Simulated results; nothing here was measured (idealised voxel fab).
Name of the process module below: voxel wiring stack
cross-section cut | 220 nm wide | cells 5 nm
Notation: cross-section as square-cell grid; stated in bands, top first, going down; one or more cell rows per band. Read a band's entry like this: the first values are the height of its top and the height of its bottom in nm, and what follows is the sequence of materials from left to right, each with its width in nm. Note that "air" is empty space, and that a single material marked "everywhere" reaches across the band from edge to edge. Below 0: as-received wafer, all one material; heights counted from there. Lowest band: no bottom, goes on down, written "top 0, no bottom". Graded width ("30->40"): value in top row of band = first number; value in bottom row = second number; row-to-row change constant. For the purposes of this document, the phrase "no modifications" attached to a step denotes that no cell within the cross-section was modified by that step. Enclosed voids (no open way to top), threshold 8 cells or more, entry "Completely sealed voids", notation width x height at distance, distance from left edge, nm. What comes after the settings on a step's line is commentary from the simulator itself on that step. If you see "overlay nm" on a step's line and that step has a mask, it's telling you how far right of where it was planned the mask ended up; a negative number means it went left instead.

-- Process steps (planned)
1. RECEIVE: material Si
2. CONFORMAL_DEP: material SiO2, thk nm 10
3. DIRECTIONAL_DEP: material TiN, thk nm 5
4. DIRECTIONAL_DEP: material Ru, thk nm 20
5. DIRECTIONAL_DEP: material aC, thk nm 10
6. PATTERN: tone cover, mask id METAL_1, material resist, width nm 30, pitch nm 45, thk nm 30, overlay nm 0
7. DIRECTIONAL_ETCH: etch materials aC, depth nm 10
8. STRIP: etch materials resist
9. DIRECTIONAL_ETCH: etch materials Ru, depth nm 20
10. DIRECTIONAL_ETCH: etch materials TiN, depth nm 5
11. STRIP: etch materials aC
12. CONFORMAL_DEP: material SiCN, thk nm 5
13. FILL_DEP: material SiO2, thk nm 5
14. CMP: height nm 25
15. CONFORMAL_DEP: material SiCN, thk nm 5
16. DIRECTIONAL_DEP: material lowk, thk nm 30
17. DIRECTIONAL_DEP: material aC, thk nm 10
18. PATTERN: tone open, mask id METAL_2_HOLES, material resist, width nm 15, thk nm 25, overlay nm 0
19. DIRECTIONAL_ETCH: etch materials aC, depth nm 10
20. STRIP: etch materials resist
21. DIRECTIONAL_ETCH: etch materials lowk, depth nm 30
22. STRIP: etch materials aC
23. MASKED_ETCH: tone open, mask id METAL_2, width nm 30, pitch nm 45, etch materials lowk, depth nm 15, overlay nm 0
24. MASKED_ETCH: tone open, mask id METAL_2, width nm 30, pitch nm 45, etch materials SiCN, depth nm 5, overlay nm 0
25. CONFORMAL_DEP: material TiN, thk nm 5
26. FILL_DEP: material Ru, thk nm 10
27. CMP: height nm 70
28. CONFORMAL_DEP: material SiCN, thk nm 5
29. DIRECTIONAL_DEP: material lowk, thk nm 10
30. PATTERN: tone open, mask id PLUG_2, material resist, width nm 15, thk nm 20, overlay nm 0
31. DIRECTIONAL_ETCH: etch materials lowk, depth nm 10
32. DIRECTIONAL_ETCH: etch materials SiCN, depth nm 5
33. STRIP: etch materials resist
34. CONFORMAL_DEP: material TiN, thk nm 5
35. FILL_DEP: material W, thk nm 5
36. CMP: height nm 85
37. CONFORMAL_DEP: material SiCN, thk nm 5
38. DIRECTIONAL_DEP: material SiO2, thk nm 15
39. PATTERN: tone open, mask id METAL_3, material resist, width nm 30, pitch nm 45, thk nm 15, overlay nm 0
40. DIRECTIONAL_ETCH: etch materials SiO2, depth nm 15
41. DIRECTIONAL_ETCH: etch materials SiCN, depth nm 5
42. STRIP: etch materials resist
43. CONFORMAL_DEP: material TiN, thk nm 5
44. FILL_DEP: material Ru, thk nm 5
45. CMP: height nm 105
46. EPI: material Ru, thk nm 5
47. FILL_DEP: material SiCN, thk nm 5
varied across the wafers: height nm of step 14. The plan shows the first wafer's value. All wafers start alike

-- Step 1 complete: as-received cross-section of the first of several wafers
  top 0, no bottom  Si everywhere
  Completely sealed voids: none

-- For your reference, the table is organized with a row per wafer; each row reflects the wafer at the end of the module, indicating for each material the cells gained (+) or lost (-) since receipt, and thereafter its closed voids
height nm 25; +136 Ru; +226 SiCN; +240 SiO2; +107 TiN; +2 W; +301 lowk; Completely sealed voids: none
height nm 30; +104 Ru; +230 SiCN; +268 SiO2; +107 TiN; +2 W; +301 lowk; Completely sealed voids: none
height nm 35; +108 Ru; +234 SiCN; +296 SiO2; +71 TiN; +2 W; +301 lowk; Completely sealed voids: none
height nm 40; +100 Ru; +250 SiCN; +324 SiO2; +67 TiN; +2 W; +269 lowk; Completely sealed voids: none
height nm 45; +92 Ru; +250 SiCN; +368 SiO2; +63 TiN; +2 W; +237 lowk; Completely sealed voids: none
